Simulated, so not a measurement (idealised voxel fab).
The process module that follows is named voxel wiring stack.
It is cross-section cut that appears here, measuring 165 nm in width, its square cells being 5 nm in size.
In what follows, cross-sections appear as grids of square cells, described through bands that run from the top down, where every band is one or more rows of cells.
In this notation a band is specified by the heights of its top and bottom, in that order and in nm, after which its materials appear from left to right, each paired with its width in nm. The word "full width" attached to a single material means that material fills the band from edge to edge; the word "air" stands for empty space.
For the purposes of this specification, 0 denotes the height below which the wafer in its as-received condition is composed wholly of one material, and the lowermost band, lacking a lower limit, extends downward without end, as expressed in "top 0, no bottom".
Think of "30->40" as a width that walks from the first number to the second as you go down the band, top row to bottom row, taking equal-sized steps from row to row.
"nothing was modified" after a step means that no cell of the cross-section changed.
Voids not open to the top, 8 cells minimum: see "Enclosed voids". Written width x height at distance; distance is from the left edge; nm.
On each step's line, the part that comes after the settings is the simulator's own comment on the step.
overlay nm: where the mask lay relative to plan, measured to the right, on steps with a mask; negatives go left.
[Process steps (planned)]
1,RECEIVE,material Si
2,CONFORMAL_DEP,material SiO2,thk nm 15
3,CONFORMAL_DEP,material SiCN,thk nm 5
4,DIRECTIONAL_DEP,material SiO2,thk nm 20
5,PATTERN,tone open,mask id METAL_1,material resist,width nm 25,pitch nm 50,thk nm 20,overlay nm 0
6,DIRECTIONAL_ETCH,etch materials SiO2,depth nm 20
7,DIRECTIONAL_ETCH,etch materials SiCN,depth nm 5
8,STRIP,etch materials resist
9,CONFORMAL_DEP,material TiN,thk nm 5
10,FILL_DEP,material Cu,thk nm 10
11,CMP,height nm 40
12,EPI,material Ru,thk nm 5
13,FILL_DEP,material SiCN,thk nm 5
14,DIRECTIONAL_DEP,material SiO2,thk nm 15
15,DIRECTIONAL_DEP,material aC,thk nm 10
16,PATTERN,tone open,mask id PLUG_1,material resist,width nm 15,thk nm 25,overlay nm 0
17,DIRECTIONAL_ETCH,etch materials aC,depth nm 10
18,STRIP,etch materials resist
19,DIRECTIONAL_ETCH,etch materials SiO2,depth nm 15
20,DIRECTIONAL_ETCH,etch materials SiCN,depth nm 5
21,STRIP,etch materials aC
22,CONFORMAL_DEP,material TiN,thk nm 5
23,FILL_DEP,material Cu,thk nm 5
24,CMP,height nm 65
25,DIRECTIONAL_DEP,material TiN,thk nm 5
26,DIRECTIONAL_DEP,material W,thk nm 15
27,MASKED_ETCH,tone cover,mask id METAL_2,width nm 25,pitch nm 50,etch materials W,depth nm 15,overlay nm 0
28,MASKED_ETCH,tone cover,mask id METAL_2,width nm 25,pitch nm 50,etch materials TiN,depth nm 5,overlay nm 0
29,FILL_DEP,material lowk,thk nm 10
30,CMP,height nm 85
31,CONFORMAL_DEP,material SiCN,thk nm 5
32,DIRECTIONAL_DEP,material lowk,thk nm 25
33,DIRECTIONAL_DEP,material aC,thk nm 10
34,PATTERN,tone open,mask id METAL_3_HOLES,material resist,width nm 15,thk nm 30,overlay nm 0
35,DIRECTIONAL_ETCH,etch materials aC,depth nm 10
36,STRIP,etch materials resist
37,DIRECTIONAL_ETCH,etch materials lowk,depth nm 25
38,STRIP,etch materials aC
39,MASKED_ETCH,tone open,mask id METAL_3,width nm 25,pitch nm 50,etch materials lowk,depth nm 15,overlay nm 0
40,MASKED_ETCH,tone open,mask id METAL_3,width nm 25,pitch nm 50,etch materials SiCN,depth nm 5,overlay nm 0
41,CONFORMAL_DEP,material TiN,thk nm 5
42,FILL_DEP,material Ru,thk nm 5
43,CMP,height nm 115
44,CONFORMAL_DEP,material SiCN,thk nm 5
45,DIRECTIONAL_DEP,material SiO2,thk nm 30
46,DIRECTIONAL_DEP,material aC,thk nm 15
47,PATTERN,tone open,mask id METAL_4_HOLES,material resist,width nm 15,pitch nm 50,thk nm 30,overlay nm 0
48,DIRECTIONAL_ETCH,etch materials aC,depth nm 5
49,STRIP,etch materials resist
50,DIRECTIONAL_ETCH,etch materials SiO2,depth nm 30
51,STRIP,etch materials aC
52,DIRECTIONAL_DEP,material aC,thk nm 15
53,PATTERN,tone open,mask id METAL_4,material resist,width nm 25,pitch nm 50,thk nm 30,overlay nm 0
54,DIRECTIONAL_ETCH,etch materials aC,depth nm 15
55,STRIP,etch materials resist
56,DIRECTIONAL_ETCH,etch materials SiO2,depth nm 15
57,DIRECTIONAL_ETCH,etch materials SiCN,depth nm 5
58,STRIP,etch materials aC
59,CONFORMAL_DEP,material TiN,thk nm 5
60,FILL_DEP,material Cu,thk nm 5
61,CMP,height nm 150
62,CONFORMAL_DEP,material SiN,thk nm 5
Heads up: all these wafers start the same, and what changes between them is the depth nm in step 48. The value you see in the plan is just what the first wafer got.
[Cross-section of the first of several received wafers, showing its state after step 1]
    top 0, no bottom: Si full width
    Enclosed voids: none
[Row per wafer, end-of-module: cell gain (+)/loss (-) by material since the wafer came in, then closed voids]
depth nm 5 | +39 Cu | +29 Ru | +135 SiCN | +33 SiN | +449 SiO2 | +87 TiN | +30 W | +221 lowk | Enclosed voids: none
depth nm 10 | +39 Cu | +29 Ru | +135 SiCN | +33 SiN | +449 SiO2 | +87 TiN | +30 W | +221 lowk | Enclosed voids: none
depth nm 15 | +47 Cu | +29 Ru | +129 SiCN | +33 SiN | +431 SiO2 | +103 TiN | +30 W | +221 lowk | Enclosed voids: none
depth nm 20 | +47 Cu | +29 Ru | +129 SiCN | +33 SiN | +431 SiO2 | +103 TiN | +30 W | +221 lowk | Enclosed voids: none
depth nm 25 | +47 Cu | +29 Ru | +129 SiCN | +33 SiN | +431 SiO2 | +103 TiN | +30 W | +221 lowk | Enclosed voids: none
depth nm 30 | +47 Cu | +29 Ru | +129 SiCN | +33 SiN | +431 SiO2 | +103 TiN | +30 W | +221 lowk | Enclosed voids: none
